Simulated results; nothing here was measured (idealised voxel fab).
Module name: voxel capacitor over wiring (process module)
We display cut, a cross-section 300 nm in width whose square cells are each 5 nm.
In this document a cross-section is written as a grid of square cells. It is given as a series of bands, listed from the top down, and a band is one or more rows of cells. Heights first: top, then bottom, in nm. Then materials, left to right, each with a width in nm. "everywhere" on a single material: fills the band edge to edge. "empty": empty space. Where do heights start? At 0: under that level the wafer as delivered is made of one material only. And the lowest band has no floor; it just carries on downward, as in "top 0, no bottom". Graded width ("30->40"): value in top row of band = first number; value in bottom row = second number; row-to-row change constant. Take "changes: none" at face value: in the step it is given for, the cross-section changed in none of its cells. "Sealed void inventory" lists enclosed empty spaces (at least 8 cells, no open path upward to the top), each as width x height at distance from the left edge, in nm. Read whatever lies past the settings on a step's line as the simulator's own remark about the step. overlay nm: step with mask; distance mask lay right of planned place; negative value = left of planned place.
STEPS PLANNED FOR THE PROCESS
1 RECEIVE with material Si
2 CONFORMAL_DEP with material SiO2, thk nm 10
3 CONFORMAL_DEP with material SiCN, thk nm 5
4 DIRECTIONAL_DEP with material lowk, thk nm 25
5 MASKED_ETCH with tone open, mask id METAL_1, width nm 30, pitch nm 100, etch materials lowk, depth nm 25, overlay nm 0
6 MASKED_ETCH with tone open, mask id METAL_1, width nm 30, pitch nm 100, etch materials SiCN, depth nm 5, overlay nm 0
7 CONFORMAL_DEP with material TiN, thk nm 5
8 FILL_DEP with material Cu, thk nm 5
9 CMP with height nm 40
10 EPI with material Ru, thk nm 5
11 FILL_DEP with material SiCN, thk nm 5
12 DIRECTIONAL_DEP with material lowk, thk nm 10
13 DIRECTIONAL_DEP with material aC, thk nm 15
14 PATTERN with tone open, mask id PLUG_1, material resist, width nm 15, thk nm 35, overlay nm 0
15 DIRECTIONAL_ETCH with etch materials aC, depth nm 15
16 STRIP with etch materials resist
17 DIRECTIONAL_ETCH with etch materials lowk, depth nm 10
18 DIRECTIONAL_ETCH with etch materials SiCN, depth nm 5
19 STRIP with etch materials aC
20 EPI with material Ru, thk nm 10
21 EPI with material Ru, thk nm 5
22 DIRECTIONAL_DEP with material TiN, thk nm 5
23 DIRECTIONAL_DEP with material SiN, thk nm 5
24 DIRECTIONAL_DEP with material TiN, thk nm 5
25 DIRECTIONAL_DEP with material aC, thk nm 15
26 PATTERN with tone cover, mask id UPPER_PLATE, material resist, width nm 75, thk nm 30, overlay nm 0
27 DIRECTIONAL_ETCH with etch materials aC, depth nm 15
28 STRIP with etch materials resist
29 DIRECTIONAL_ETCH with etch materials TiN, depth nm 5
30 DIRECTIONAL_ETCH with etch materials SiN, depth nm 5
31 STRIP with etch materials aC
32 DIRECTIONAL_DEP with material aC, thk nm 15
33 PATTERN with tone cover, mask id LOWER_PLATE, material resist, width nm 85, thk nm 35, overlay nm 0
34 DIRECTIONAL_ETCH with etch materials aC, depth nm 15
35 STRIP with etch materials resist
36 DIRECTIONAL_ETCH with etch materials TiN, depth nm 5
37 STRIP with etch materials aC
38 FILL_DEP with material SiO2, thk nm 15
39 CMP with height nm 85
40 DIRECTIONAL_DEP with material aC, thk nm 15
41 PATTERN with tone open, mask id PLUG_2, material resist, width nm 15, thk nm 35, overlay nm 0
42 DIRECTIONAL_ETCH with etch materials aC, depth nm 15
43 STRIP with etch materials resist
44 DIRECTIONAL_ETCH with etch materials SiO2, depth nm 10
45 STRIP with etch materials aC
46 CONFORMAL_DEP with material TiN, thk nm 5
47 FILL_DEP with material Cu, thk nm 10
48 CMP with height nm 85
49 CONFORMAL_DEP with material SiCN, thk nm 5
STEP 1 COMPLETE: CROSS-SECTION OF THE WAFER AS RECEIVED
	top 0, no bottom | Si everywhere
	Sealed void inventory: none
FINAL WAFER PROFILE IN CROSS-SECTION AFTER THE MODULE, FROM THE SAME START AND PLAN AS ABOVE, WITH ONE MISTAKE MADE DURING PROCESSING
	top 90, bottom 85 | SiCN everywhere
	top 85, bottom 80 | 110 of SiO2, then 5 of TiN, then 5 of Cu, then 5 of TiN, then 175 of SiO2
	top 80, bottom 70 | 110->115 of SiO2, then 15->60 of TiN, then 175->125 of SiO2
	top 70, bottom 65 | 115 of SiO2, then 60 of SiN, then 125 of SiO2
	top 65, bottom 60 | 95 of SiO2, then 85 of TiN, then 120 of SiO2
	top 60, bottom 55 | 100 of lowk, then 15 of SiN, then 185 of lowk
	top 55, bottom 50 | 100 of lowk, then 15 of TiN, then 185 of lowk
	top 50, bottom 45 | 100 of SiCN, then 15 of Ru, then 185 of SiCN
	top 45, bottom 40 | 80 of SiCN, then 40 of Ru, then 60 of SiCN, then 40 of Ru, then 80 of SiCN
	top 40, bottom 15 | 85 of lowk, then 5 of TiN, then 20 of Cu, then 5 of TiN, then 70 of lowk, then 5 of TiN, then 20 of Cu, then 5 of TiN, then 85 of lowk
	top 15, bottom 10 | 85 of SiCN, then 30 of TiN, then 70 of SiCN, then 30 of TiN, then 85 of SiCN
	top 10, bottom 0 | SiO2 everywhere
	top 0, no bottom | Si everywhere
	Sealed void inventory: none
Misprocessing identified: plan step 20 never ran because it was skipped
